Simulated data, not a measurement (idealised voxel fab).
Proc. module: voxel trench capacitor
Each square cell in cross-section cut measures 5 nm, and the section as a whole is 165 nm wide.
Just so we're on the same page, the cross-sections are grids of square cells, and they're listed out in bands top to bottom, each band one or more rows deep.
Top height, bottom height, nm. Materials left to right, width each, nm. Single material + "edge to edge" = fills band edge to edge. "blank" = empty.
For the purposes of this specification, 0 denotes the height below which the wafer in its as-received condition is composed wholly of one material, and the lowermost band, lacking a lower limit, extends downward without end, as expressed in "z 0 and below".
Per-row width for "30->40": begins at first number (top row of band), ends at second number (bottom row), increment between rows held constant.
For the purposes of this document, the phrase "same as before" attached to a step denotes that no cell within the cross-section was modified by that step.
Under "Listed closed voids" you'll find the enclosed gaps, the ones with no way out to the top, that are 8 cells or bigger; each reads width x height at distance, with distance counted from the left edge, everything in nm.
Anything after a step's settings on that line? It's the simulator's own note about the step.
overlay nm: mask right of planned place by this much (step with mask). Neg. = left.
### Intended process steps
1) RECEIVE with material Si
2) CONFORMAL_DEP with material SiN, thk nm 10
3) MASKED_ETCH with tone open, mask id TRENCH, width nm 30, pitch nm 60, etch materials SiN, depth nm 10, overlay nm 0
4) MASKED_ETCH with tone open, mask id TRENCH, width nm 30, pitch nm 60, etch materials Si, depth nm 35, overlay nm 0
5) CONFORMAL_DEP with material Al2O3, thk nm 5
6) CONFORMAL_DEP with material TiN, thk nm 5
7) FILL_DEP with material W, thk nm 10
8) CMP with height nm 10
### Delivered wafer in cross-section: state after step 1
    z 0 and below | Si edge to edge
    Listed closed voids: none
### Cross-section: first of two wafers, module finished, run according to plan
    z 10 to 0 | SiN=35 | Al2O3=5 | TiN=5 | W=10 | TiN=5 | Al2O3=5 | SiN=30 | Al2O3=5 | TiN=5 | W=10 | TiN=5 | Al2O3=5 | SiN=40
    z 0 to -25 | Si=35 | Al2O3=5 | TiN=5 | W=10 | TiN=5 | Al2O3=5 | Si=30 | Al2O3=5 | TiN=5 | W=10 | TiN=5 | Al2O3=5 | Si=40
    z -25 to -30 | Si=35 | Al2O3=5 | TiN=20 | Al2O3=5 | Si=30 | Al2O3=5 | TiN=20 | Al2O3=5 | Si=40
    z -30 to -35 | Si=35 | Al2O3=30 | Si=30 | Al2O3=30 | Si=40
    z -35 and below | Si edge to edge
    Listed closed voids: none
### Cross-section at end of module for the second wafer of two, which matched the first in starting point and plan and differed by one mistake in its processing
    z 10 to 0 | SiN=35 | TiN=5 | W=20 | TiN=5 | SiN=30 | TiN=5 | W=20 | TiN=5 | SiN=40
    z 0 to -30 | Si=35 | TiN=5 | W=20 | TiN=5 | Si=30 | TiN=5 | W=20 | TiN=5 | Si=40
    z -30 to -35 | Si=35 | TiN=30 | Si=30 | TiN=30 | Si=40
    z -35 and below | Si edge to edge
    Listed closed voids: none
Against the plan, the run slipped here: it should be noted that step 5 of the plan was omitted and was not performed
Cell-count delta at end, second wafer over first, by material: Al2O3: 44 fewer, TiN: 8 more, W: 36 more
